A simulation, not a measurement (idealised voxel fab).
The following is a process module called voxel transistor to metal.
Section shown: cut. Width: 280 nm. Cell size: 5 nm, square.
Cross-section = grid of square cells, listed top down in bands; band = one or more rows. The entry gives the band's vertical extent as a top height and a bottom height in nm, then its horizontal make-up as materials from left to right, each with a width in nm. "empty" stands for empty space; a single material marked "edge to edge" fills the band edge to edge. Ref level 0: as-received wafer is one material below here. Bottom band extends down with no lower bound ("0..down"). Read "30 to 40" as a graded width: first number on top, second number at the bottom, same change between each pair of neighbouring rows. Step note "no change occurred" = no cross-section cell changed. "Unvented voids": empty spaces of 8 cells or more with no open way to the top, each given as width x height at distance, distance from the left edge, all in nm. Where a step's line continues beyond its settings, the continuation is a remark by the simulator itself on that step. Each step line may optionally specify "overlay nm", which for a step with a mask gives the rightward distance between the mask's planned place and where it lay, a negative value indicating the leftward direction.

Intended process steps
- 1: RECEIVE, material Si
- 2: OXIDIZE, depth nm 5
- 3: CONFORMAL_DEP, material SiN, thk nm 10
- 4: PATTERN, tone cover, mask id ACTIVE, material resist, width nm 110, pitch nm 130, thk nm 15, overlay nm 0
- 5: DIRECTIONAL_ETCH, etch materials SiN, depth nm 10
- 6: DIRECTIONAL_ETCH, etch materials SiO2, depth nm 5
- 7: DIRECTIONAL_ETCH, etch materials Si, depth nm 35
- 8: STRIP, etch materials resist
- 9: FILL_DEP, material SiO2, thk nm 10
- 10: CMP, height nm 10
- 11: SELECTIVE_ETCH, etch materials SiO2, depth nm 10
- 12: STRIP, etch materials SiN
- 13: SELECTIVE_ETCH, etch materials SiO2, depth nm 5
- 14: OXIDIZE, depth nm 5
- 15: DIRECTIONAL_DEP, material polySi, thk nm 25
- 16: DIRECTIONAL_DEP, material SiCN, thk nm 15
- 17: MASKED_ETCH, tone cover, mask id GATE, width nm 30, pitch nm 130, etch materials SiCN, depth nm 25, overlay nm 0
- 18: MASKED_ETCH, tone cover, mask id GATE, width nm 30, pitch nm 130, etch materials polySi, depth nm 35, overlay nm 0
- 19: CONFORMAL_DEP, material SiN, thk nm 10
- 20: DIRECTIONAL_ETCH, etch materials SiN, depth nm 10
- 21: DIRECTIONAL_ETCH, etch materials SiO2, depth nm 5
- 22: DIRECTIONAL_ETCH, etch materials Si, depth nm 5
- 23: EPI, material nSi, thk nm 5
- 24: FILL_DEP, material SiO2, thk nm 5
- 25: CMP, height nm 20
- 26: STRIP, etch materials polySi
- 27: SELECTIVE_ETCH, etch materials SiO2, depth nm 5
- 28: CONFORMAL_DEP, material HfO2, thk nm 5
- 29: CONFORMAL_DEP, material TiN, thk nm 5
- 30: FILL_DEP, material W, thk nm 5
- 31: CMP, height nm 15
- 32: DIRECTIONAL_DEP, material SiO2, thk nm 10
- 33: PATTERN, tone open, mask id CONTACT, material resist, width nm 15, thk nm 15, overlay nm 0
- 34: DIRECTIONAL_ETCH, etch materials SiO2, depth nm 35
- 35: STRIP, etch materials resist
- 36: CONFORMAL_DEP, material TiN, thk nm 5
- 37: FILL_DEP, material W, thk nm 10
- 38: CMP, height nm 25
- 39: CONFORMAL_DEP, material SiCN, thk nm 5
- 40: DIRECTIONAL_DEP, material lowk, thk nm 25
- 41: PATTERN, tone open, mask id METAL_1, material resist, width nm 15, thk nm 15, overlay nm 0
- 42: DIRECTIONAL_ETCH, etch materials lowk, depth nm 25
- 43: DIRECTIONAL_ETCH, etch materials SiCN, depth nm 5
- 44: STRIP, etch materials resist
- 45: CONFORMAL_DEP, material TiN, thk nm 5
- 46: FILL_DEP, material Ru, thk nm 5
- 47: CMP, height nm 55
- 48: CONFORMAL_DEP, material SiCN, thk nm 5

Wafer at receipt (post step 1), cross-section
  0..down | Si edge to edge
  Unvented voids: none

Cross-section, first of two wafers, end of module, run as planned
  60..55 | SiCN edge to edge
  55..30 | lowk=30 / TiN=5 / Ru=5 / TiN=5 / lowk=60 / TiN=5 / Ru=5 / TiN=5 / lowk=40 / TiN=5 / Ru=5 / TiN=5 / lowk=60 / TiN=5 / Ru=5 / TiN=5 / lowk=30
  30..25 | SiCN=30 / TiN=15 / SiCN=60 / TiN=15 / SiCN=40 / TiN=15 / SiCN=60 / TiN=15 / SiCN=30
  25..15 | SiO2=30 / TiN=5 / W=5 / TiN=5 / SiO2=60 / TiN=5 / W=5 / TiN=5 / SiO2=40 / TiN=5 / W=5 / TiN=5 / SiO2=60 / TiN=5 / W=5 / TiN=5 / SiO2=30
  15..0 | SiO2=30 / TiN=5 / W=5 / TiN=5 / SiO2=5 / SiN=10 / HfO2=5 / TiN=5 / W=10 / TiN=5 / HfO2=5 / SiN=10 / SiO2=5 / TiN=5 / W=5 / TiN=5 / SiO2=40 / TiN=5 / W=5 / TiN=5 / SiO2=5 / SiN=10 / HfO2=5 / TiN=5 / W=10 / TiN=5 / HfO2=5 / SiN=10 / SiO2=5 / TiN=5 / W=5 / TiN=5 / SiO2=30
  0..-5 | SiO2=30 / TiN=5 / W=5 / TiN=5 / SiO2=5 / SiN=10 / HfO2=5 / TiN=20 / HfO2=5 / SiN=10 / SiO2=5 / TiN=5 / W=5 / TiN=5 / SiO2=40 / TiN=5 / W=5 / TiN=5 / SiO2=5 / SiN=10 / HfO2=5 / TiN=20 / HfO2=5 / SiN=10 / SiO2=5 / TiN=5 / W=5 / TiN=5 / SiO2=30
  -5..-10 | SiO2=30 / TiN=15 / nSi=5 / SiO2=5 / HfO2=40 / SiO2=5 / nSi=5 / TiN=15 / SiO2=40 / TiN=15 / nSi=5 / SiO2=5 / HfO2=40 / SiO2=5 / nSi=5 / TiN=15 / SiO2=30
  -10..-15 | SiO2=20 / nSi=30 / Si=50 / nSi=30 / SiO2=20 / nSi=30 / Si=50 / nSi=30 / SiO2=20
  -15..-40 | SiO2=20 / Si=110 / SiO2=20 / Si=110 / SiO2=20
  -40..down | Si edge to edge
  Unvented voids: none

Cross-sectional view of the second of two wafers upon completion of the module. This wafer shared its starting condition and process plan with the first; one error was made during its execution
  60..55 | SiCN edge to edge
  55..30 | lowk=30 / TiN=5 / Ru=5 / TiN=5 / lowk=60 / TiN=5 / Ru=5 / TiN=5 / lowk=40 / TiN=5 / Ru=5 / TiN=5 / lowk=60 / TiN=5 / Ru=5 / TiN=5 / lowk=30
  30..25 | SiCN=30 / TiN=15 / SiCN=60 / TiN=15 / SiCN=40 / TiN=15 / SiCN=60 / TiN=15 / SiCN=30
  25..15 | SiO2=30 / TiN=5 / W=5 / TiN=5 / SiO2=60 / TiN=5 / W=5 / TiN=5 / SiO2=40 / TiN=5 / W=5 / TiN=5 / SiO2=60 / TiN=5 / W=5 / TiN=5 / SiO2=30
  15..0 | SiO2=30 / TiN=5 / W=5 / TiN=5 / SiO2=5 / SiN=10 / HfO2=5 / TiN=5 / W=10 / TiN=5 / HfO2=5 / SiN=10 / SiO2=5 / TiN=5 / W=5 / TiN=5 / SiO2=40 / TiN=5 / W=5 / TiN=5 / SiO2=5 / SiN=10 / HfO2=5 / TiN=5 / W=10 / TiN=5 / HfO2=5 / SiN=10 / SiO2=5 / TiN=5 / W=5 / TiN=5 / SiO2=30
  0..-5 | SiO2=30 / TiN=5 / W=5 / TiN=5 / SiO2=5 / SiN=10 / HfO2=5 / TiN=20 / HfO2=5 / SiN=10 / SiO2=5 / TiN=5 / W=5 / TiN=5 / SiO2=40 / TiN=5 / W=5 / TiN=5 / SiO2=5 / SiN=10 / HfO2=5 / TiN=20 / HfO2=5 / SiN=10 / SiO2=5 / TiN=5 / W=5 / TiN=5 / SiO2=30
  -5..-10 | SiO2=30 / TiN=15 / SiO2=10 / HfO2=40 / SiO2=10 / TiN=15 / SiO2=40 / TiN=15 / SiO2=10 / HfO2=40 / SiO2=10 / TiN=15 / SiO2=30
  -10..-20 | SiO2 edge to edge
  -20..-40 | SiO2=20 / Si=110 / SiO2=20 / Si=110 / SiO2=20
  -40..down | Si edge to edge
  Unvented voids: none
In executing the process, a mistake was made relative to the plan: heads up, step 14 didn't go per plan, it actually ran as OXIDIZE, depth nm 15
In the final state, the cell counts of the second wafer exceed or fall short of those of the first for the following materials: 64 fewer of Si; 92 more of SiO2; 28 fewer of nSi
